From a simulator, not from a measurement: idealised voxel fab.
process module | voxel ribs on slabs
cross-section cut | 175 nm wide | cells 5 nm
A cross-section is a grid of square cells, given in bands from the top down. A band is one or more rows of cells.
Each band's line starts with the height of the band's top and of its bottom, in nm. Then come its materials from left to right, each with its width in nm. One material with "throughout" fills the band from edge to edge. "air" is empty space.
Height 0 is the level under which the wafer as received is all one material. The lowest band goes on downwards, as in "0 down".
A width such as "30 to 40" changes by the same amount from each row of cells to the next, from the band's top row to its bottom row.
"no change" after a step means that no cell of the cross-section changed.
closed voids: empty space of 8 cells or more with no open way to the top, each as width x height at its distance from the left edge, in nm
after a step's settings: what the simulator itself notes on the step
overlay nm, on a step with a mask: how far to the right of its planned place the mask lay; to the left if negative
plan
1 op RECEIVE | material Si
2 op DIRECTIONAL_DEP | material SiO2 | thk nm 30
3 op DIRECTIONAL_DEP | material SiN | thk nm 20
4 op PATTERN | tone cover | mask id RIB | material resist | width nm 25 | thk nm 20 | overlay nm 0
5 op DIRECTIONAL_ETCH | etch materials SiN | depth nm 10
6 op STRIP | etch materials resist
7 op PATTERN | tone cover | mask id SLAB | material resist | width nm 65 | thk nm 15 | overlay nm 0
8 op DIRECTIONAL_ETCH | etch materials SiN | depth nm 10
9 op STRIP | etch materials resist
10 op FILL_DEP | material SiO2 | thk nm 20
11 op CMP | height nm 55
12 op DIRECTIONAL_DEP | material W | thk nm 10
13 op MASKED_ETCH | tone cover | mask id HEATER | width nm 35 | etch materials W | depth nm 10 | overlay nm 0
14 op CONFORMAL_DEP | material SiN | thk nm 5
varied across the wafers: height nm of step 11. The plan shows the first wafer's value. All wafers start alike
first wafer as received, after step 1
  0 down: Si throughout
  closed voids: none
each wafer at the end: cells of each material gained (+) or lost (-) since it was received, then its closed voids
height nm 55 | +75 SiN | +349 SiO2 | +14 W | closed voids: none
height nm 60 | +75 SiN | +384 SiO2 | +14 W | closed voids: none
height nm 65 | +75 SiN | +419 SiO2 | +14 W | closed voids: none
height nm 70 | +75 SiN | +454 SiO2 | +14 W | closed voids: none
